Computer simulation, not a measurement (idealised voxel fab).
process module | voxel released beams
cross-section cut | 200 nm wide | cells 5 nm
A cross-section is a grid of square cells, given in bands from the top down. A band is one or more rows of cells.
Each band's line starts with the height of the band's top and of its bottom, in nm. Then come its materials from left to right, each with its width in nm. One material with "throughout" fills the band from edge to edge. "air" is empty space.
Height 0 is the level under which the wafer as received is all one material. The lowest band goes on downwards, as in "0 down".
A width such as "30 to 40" changes by the same amount from each row of cells to the next, from the band's top row to its bottom row.
"no change" after a step means that no cell of the cross-section changed.
closed voids: empty space of 8 cells or more with no open way to the top, each as width x height at its distance from the left edge, in nm
after a step's settings: what the simulator itself notes on the step
overlay nm, on a step with a mask: how far to the right of its planned place the mask lay; to the left if negative
plan
1 op RECEIVE | material Si
2 op CONFORMAL_DEP | material Al2O3 | thk nm 5
3 op DIRECTIONAL_DEP | material SiO2 | thk nm 15
4 op DIRECTIONAL_DEP | material aC | thk nm 10
5 op PATTERN | tone open | mask id ANCHOR | material resist | width nm 25 | thk nm 30 | overlay nm 0
6 op DIRECTIONAL_ETCH | etch materials aC | depth nm 10
7 op STRIP | etch materials resist
8 op DIRECTIONAL_ETCH | etch materials SiO2 | depth nm 15
9 op STRIP | etch materials aC
10 op CONFORMAL_DEP | material W | thk nm 10
11 op PATTERN | tone cover | mask id BEAM | material resist | width nm 70 | thk nm 15 | overlay nm -15
12 op DIRECTIONAL_ETCH | etch materials W | depth nm 10
13 op STRIP | etch materials resist
14 op STRIP | etch materials SiO2
varied across the wafers: overlay nm of step 11. The plan shows the first wafer's value. All wafers start alike
first wafer as received, after step 1
  0 down: Si throughout
  closed voids: none
each wafer at the end: cells of each material gained (+) or lost (-) since it was received, then its closed voids
overlay nm -15 | +40 Al2O3 | +40 W | closed voids: none
overlay nm -10 | +40 Al2O3 | +40 W | closed voids: none
overlay nm -5 | +40 Al2O3 | +40 W | closed voids: none
overlay nm 0 | +40 Al2O3 | +40 W | closed voids: none
overlay nm 5 | +40 Al2O3 | +40 W | closed voids: none
overlay nm 10 | +40 Al2O3 | +40 W | closed voids: none
overlay nm 15 | +40 Al2O3 | +40 W | closed voids: none
